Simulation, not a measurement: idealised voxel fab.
Process module heading - voxel transistor to metal
Square cells of 5 nm make up the cross-section cut, whose width is 185 nm.
A cross-section is a grid of square cells, given in bands from the top down. A band is one or more rows of cells.
Basically the band line says how high the top is and how high the bottom is, in nm, and then what's in it from left to right, every material with its width in nm. Empty space shows up as "air", and if a single material carries "everywhere" it runs the full band edge to edge.
All heights in this document are referenced to 0, defined as the level beneath which the wafer, as received, consists entirely of one material. The lowest band is not bounded below; it extends indefinitely downward and is written in the form "top 0, no bottom".
Per-row width for "30..40": begins at first number (top row of band), ends at second number (bottom row), increment between rows held constant.
Where the words "remained unchanged" appear for a step, the cross-section shows no cell changed by that step; every cell remained as before.
"Closed void roster" specifies each empty space that is not open to the top and that occupies no fewer than 8 cells, using the form width x height at distance, the distance measured from the left edge and all three quantities in nm.
Post-settings text on a step line: simulator's own remark regarding the step.
The line of a step may include "overlay nm". On a step with a mask, this value is how far to the right of its planned place the mask lay. A negative value means the mask lay to the left.
[List of planned process steps]
- 1: RECEIVE: material Si
- 2: OXIDIZE: depth nm 5
- 3: CONFORMAL_DEP: material SiN, thk nm 10
- 4: DIRECTIONAL_DEP: material aC, thk nm 15
- 5: PATTERN: tone cover, mask id ACTIVE, material resist, width nm 110, thk nm 30, overlay nm 0
- 6: DIRECTIONAL_ETCH: etch materials aC, depth nm 15
- 7: STRIP: etch materials resist
- 8: DIRECTIONAL_ETCH: etch materials SiN, depth nm 10
- 9: DIRECTIONAL_ETCH: etch materials SiO2, depth nm 5
- 10: DIRECTIONAL_ETCH: etch materials Si, depth nm 30
- 11: STRIP: etch materials aC
- 12: FILL_DEP: material SiO2, thk nm 15
- 13: CMP: height nm 10
- 14: SELECTIVE_ETCH: etch materials SiO2, depth nm 10
- 15: STRIP: etch materials SiN
- 16: SELECTIVE_ETCH: etch materials SiO2, depth nm 5
- 17: OXIDIZE: depth nm 5
- 18: DIRECTIONAL_DEP: material polySi, thk nm 20
- 19: DIRECTIONAL_DEP: material SiCN, thk nm 10
- 20: MASKED_ETCH: tone cover, mask id GATE, width nm 30, etch materials SiCN, depth nm 20, overlay nm 0
- 21: MASKED_ETCH: tone cover, mask id GATE, width nm 30, etch materials polySi, depth nm 30, overlay nm 0
- 22: CONFORMAL_DEP: material SiO2, thk nm 5
- 23: DIRECTIONAL_ETCH: etch materials SiO2, depth nm 5
- 24: CONFORMAL_DEP: material SiN, thk nm 5
- 25: DIRECTIONAL_ETCH: etch materials SiN, depth nm 5
- 26: DIRECTIONAL_ETCH: etch materials SiO2, depth nm 5
- 27: DIRECTIONAL_ETCH: etch materials Si, depth nm 10
- 28: EPI: material nSi, thk nm 15
- 29: FILL_DEP: material SiO2, thk nm 5
- 30: CMP: height nm 15
- 31: STRIP: etch materials polySi
- 32: SELECTIVE_ETCH: etch materials SiO2, depth nm 5
- 33: CONFORMAL_DEP: material HfO2, thk nm 5
- 34: CONFORMAL_DEP: material TiN, thk nm 5
- 35: FILL_DEP: material W, thk nm 10
- 36: CMP: height nm 10
- 37: DIRECTIONAL_DEP: material SiO2, thk nm 10
- 38: DIRECTIONAL_DEP: material aC, thk nm 10
- 39: PATTERN: tone open, mask id CONTACT, material resist, width nm 15, pitch nm 75, thk nm 30, overlay nm 0
- 40: DIRECTIONAL_ETCH: etch materials aC, depth nm 10
- 41: STRIP: etch materials resist
- 42: DIRECTIONAL_ETCH: etch materials SiO2, depth nm 25
- 43: STRIP: etch materials aC
- 44: CONFORMAL_DEP: material TiN, thk nm 5
- 45: FILL_DEP: material Ru, thk nm 10
- 46: CMP: height nm 20
- 47: CONFORMAL_DEP: material SiN, thk nm 5
- 48: DIRECTIONAL_DEP: material lowk, thk nm 25
- 49: MASKED_ETCH: tone open, mask id METAL_1, width nm 15, pitch nm 75, etch materials lowk, depth nm 25, overlay nm 0
- 50: MASKED_ETCH: tone open, mask id METAL_1, width nm 15, pitch nm 75, etch materials SiN, depth nm 5, overlay nm 0
- 51: CONFORMAL_DEP: material TiN, thk nm 5
- 52: FILL_DEP: material Ru, thk nm 10
- 53: CMP: height nm 50
- 54: EPI: material Ru, thk nm 5
- 55: FILL_DEP: material SiCN, thk nm 5
- 56: DIRECTIONAL_DEP: material lowk, thk nm 30
- 57: PATTERN: tone open, mask id METAL_2, material resist, width nm 15, pitch nm 75, thk nm 15, overlay nm 0
- 58: DIRECTIONAL_ETCH: etch materials lowk, depth nm 20
- 59: STRIP: etch materials resist
- 60: MASKED_ETCH: tone open, mask id METAL_2_HOLES, width nm 15, pitch nm 75, etch materials lowk, depth nm 10, overlay nm 0
- 61: MASKED_ETCH: tone open, mask id METAL_2_HOLES, width nm 15, pitch nm 75, etch materials SiCN, depth nm 5, overlay nm 0
- 62: CONFORMAL_DEP: material TiN, thk nm 5
- 63: FILL_DEP: material Cu, thk nm 10
- 64: CMP: height nm 90
- 65: CONFORMAL_DEP: material SiN, thk nm 5
[Delivered wafer in cross-section: state after step 1]
    top 0, no bottom: Si everywhere
    Closed void roster: none
[Same starting wafer, same plan as above, one mistake in the execution; this is the cross-section at the end of the module]
    top 95, bottom 90: SiN everywhere
    top 90, bottom 60: lowk 45 nm / TiN 5 nm / Cu 5 nm / TiN 5 nm / lowk 60 nm / TiN 5 nm / Cu 5 nm / TiN 5 nm / lowk 50 nm
    top 60, bottom 55: SiCN 45 nm / TiN 15 nm / SiCN 60 nm / TiN 15 nm / SiCN 50 nm
    top 55, bottom 50: SiCN 35 nm / Ru 35 nm / SiCN 40 nm / Ru 35 nm / SiCN 40 nm
    top 50, bottom 30: lowk 40 nm / TiN 5 nm / Ru 15 nm / TiN 5 nm / lowk 50 nm / TiN 5 nm / Ru 15 nm / TiN 5 nm / lowk 45 nm
    top 30, bottom 25: lowk 40 nm / TiN 10 nm / Ru 5 nm / TiN 10 nm / lowk 50 nm / TiN 10 nm / Ru 5 nm / TiN 10 nm / lowk 45 nm
    top 25, bottom 20: SiN 45 nm / TiN 15 nm / SiN 60 nm / TiN 15 nm / SiN 50 nm
    top 20, bottom 10: SiO2 45 nm / TiN 5 nm / Ru 5 nm / TiN 5 nm / SiO2 60 nm / TiN 5 nm / Ru 5 nm / TiN 5 nm / SiO2 50 nm
    top 10, bottom 5: SiO2 45 nm / TiN 15 nm / SiO2 5 nm / SiN 5 nm / HfO2 5 nm / TiN 5 nm / W 20 nm / TiN 5 nm / HfO2 5 nm / SiN 5 nm / SiO2 5 nm / TiN 15 nm / SiO2 50 nm
    top 5, bottom 0: SiO2 45 nm / TiN 5 nm / nSi 15 nm / SiN 5 nm / HfO2 5 nm / TiN 5 nm / W 20 nm / TiN 5 nm / HfO2 5 nm / SiN 5 nm / nSi 15 nm / TiN 5 nm / SiO2 50 nm
    top 0, bottom -5: SiO2 45 nm / TiN 5 nm / nSi 15 nm / SiN 5 nm / HfO2 5 nm / TiN 30 nm / HfO2 5 nm / SiN 5 nm / nSi 15 nm / TiN 5 nm / SiO2 50 nm
    top -5, bottom -10: SiO2 30 nm / nSi 35 nm / SiO2 5 nm / HfO2 40 nm / SiO2 5 nm / nSi 35 nm / SiO2 35 nm
    top -10, bottom -20: SiO2 35 nm / nSi 30 nm / Si 50 nm / nSi 30 nm / SiO2 40 nm
    top -20, bottom -35: SiO2 35 nm / Si 110 nm / SiO2 40 nm
    top -35, no bottom: Si everywhere
    Closed void roster: none
It is concluded that the wafer was processed incorrectly with respect to the plan, in that step 49 changed vs plan, executed as MASKED_ETCH: tone open, mask id METAL_1, width nm 25, pitch nm 75, etch materials lowk, depth nm 25, overlay nm 0
